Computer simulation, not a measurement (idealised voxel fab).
process module | voxel air gaps
cross-section cut | 180 nm wide | cells 5 nm
A cross-section is a grid of square cells, given in bands from the top down. A band is one or more rows of cells.
Each band's line starts with the height of the band's top and of its bottom, in nm. Then come its materials from left to right, each with its width in nm. One material with "throughout" fills the band from edge to edge. "air" is empty space.
Height 0 is the level under which the wafer as received is all one material. The lowest band goes on downwards, as in "0 down".
A width such as "30 to 40" changes by the same amount from each row of cells to the next, from the band's top row to its bottom row.
"no change" after a step means that no cell of the cross-section changed.
closed voids: empty space of 8 cells or more with no open way to the top, each as width x height at its distance from the left edge, in nm
after a step's settings: what the simulator itself notes on the step
overlay nm, on a step with a mask: how far to the right of its planned place the mask lay; to the left if negative
plan
1 op RECEIVE | material Si
2 op CONFORMAL_DEP | material SiO2 | thk nm 15
3 op CONFORMAL_DEP | material SiN | thk nm 5
4 op DIRECTIONAL_DEP | material SiO2 | thk nm 40
5 op PATTERN | tone open | mask id LINES | material resist | width nm 15 | pitch nm 45 | thk nm 20 | overlay nm 0
6 op DIRECTIONAL_ETCH | etch materials SiO2 | depth nm 40
7 op STRIP | etch materials resist
8 op CONFORMAL_DEP | material TiN | thk nm 5
9 op FILL_DEP | material W | thk nm 5
10 op CMP | height nm 60
11 op EPI | material Ru | thk nm 10
12 op SELECTIVE_ETCH | etch materials SiO2 | depth nm 50
13 op CONFORMAL_DEP | material SiCN | thk nm 5
varied across the wafers: width nm of step 5. The plan shows the first wafer's value. All wafers start alike
first wafer as received, after step 1
  0 down: Si throughout
  closed voids: none
each wafer at the end: cells of each material gained (+) or lost (-) since it was received, then its closed voids
width nm 15 | +42 Ru | +120 SiCN | +36 SiN | +108 SiO2 | +51 TiN | +21 W | closed voids: 20 x 30 at 55; 20 x 30 at 100
width nm 20 | +48 Ru | +112 SiCN | +36 SiN | +108 SiO2 | +54 TiN | +42 W | closed voids: 15 x 30 at 60; 15 x 30 at 105
width nm 25 | +54 Ru | +64 SiCN | +36 SiN | +172 SiO2 | +57 TiN | +63 W | closed voids: none
width nm 30 | +56 Ru | +64 SiCN | +36 SiN | +156 SiO2 | +60 TiN | +84 W | closed voids: none
